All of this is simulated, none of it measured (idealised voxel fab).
process module | voxel ribs on slabs
cross-section cut | 185 nm wide | cells 5 nm
A cross-section is a grid of square cells, given in bands from the top down. A band is one or more rows of cells.
Each band's line starts with the height of the band's top and of its bottom, in nm. Then come its materials from left to right, each with its width in nm. One material with "throughout" fills the band from edge to edge. "air" is empty space.
Height 0 is the level under which the wafer as received is all one material. The lowest band goes on downwards, as in "0 down".
A width such as "30 to 40" changes by the same amount from each row of cells to the next, from the band's top row to its bottom row.
"no change" after a step means that no cell of the cross-section changed.
closed voids: empty space of 8 cells or more with no open way to the top, each as width x height at its distance from the left edge, in nm
after a step's settings: what the simulator itself notes on the step
overlay nm, on a step with a mask: how far to the right of its planned place the mask lay; to the left if negative
plan
1 op RECEIVE | material Si
2 op DIRECTIONAL_DEP | material SiO2 | thk nm 20
3 op DIRECTIONAL_DEP | material polySi | thk nm 25
4 op MASKED_ETCH | tone cover | mask id RIB | width nm 30 | etch materials polySi | depth nm 20 | overlay nm 0
5 op PATTERN | tone cover | mask id SLAB | material resist | width nm 80 | thk nm 20 | overlay nm 0
6 op DIRECTIONAL_ETCH | etch materials polySi | depth nm 5
7 op STRIP | etch materials resist
8 op FILL_DEP | material SiO2 | thk nm 20
9 op CMP | height nm 60
10 op DIRECTIONAL_DEP | material TiN | thk nm 5
11 op MASKED_ETCH | tone cover | mask id HEATER | width nm 40 | etch materials TiN | depth nm 5 | overlay nm 0
12 op CONFORMAL_DEP | material SiN | thk nm 5
as received, after step 1
  0 down: Si throughout
  closed voids: none
first wafer at the end, as planned
  70 to 65: air 65 | SiN 50 | air 70
  65 to 60: SiN 70 | TiN 40 | SiN 75
  60 to 45: SiO2 throughout
  45 to 25: SiO2 75 | polySi 30 | SiO2 80
  25 to 20: SiO2 50 | polySi 80 | SiO2 55
  20 to 0: SiO2 throughout
  0 down: Si throughout
  closed voids: none
second wafer at the end: like start, like plan, one mistake
  70 to 65: air 65 | SiN 50 | air 70
  65 to 60: SiN 70 | TiN 40 | SiN 75
  60 to 50: SiO2 throughout
  50 to 30: SiO2 75 | polySi 30 | SiO2 80
  30 to 25: SiO2 50 | polySi 80 | SiO2 55
  25 to 0: SiO2 throughout
  0 down: Si throughout
  closed voids: none
what went wrong: step 2 ran as: op DIRECTIONAL_DEP | material SiO2 | thk nm 25
at the end the second wafer has, in cells: as many of each material as the first, in other places
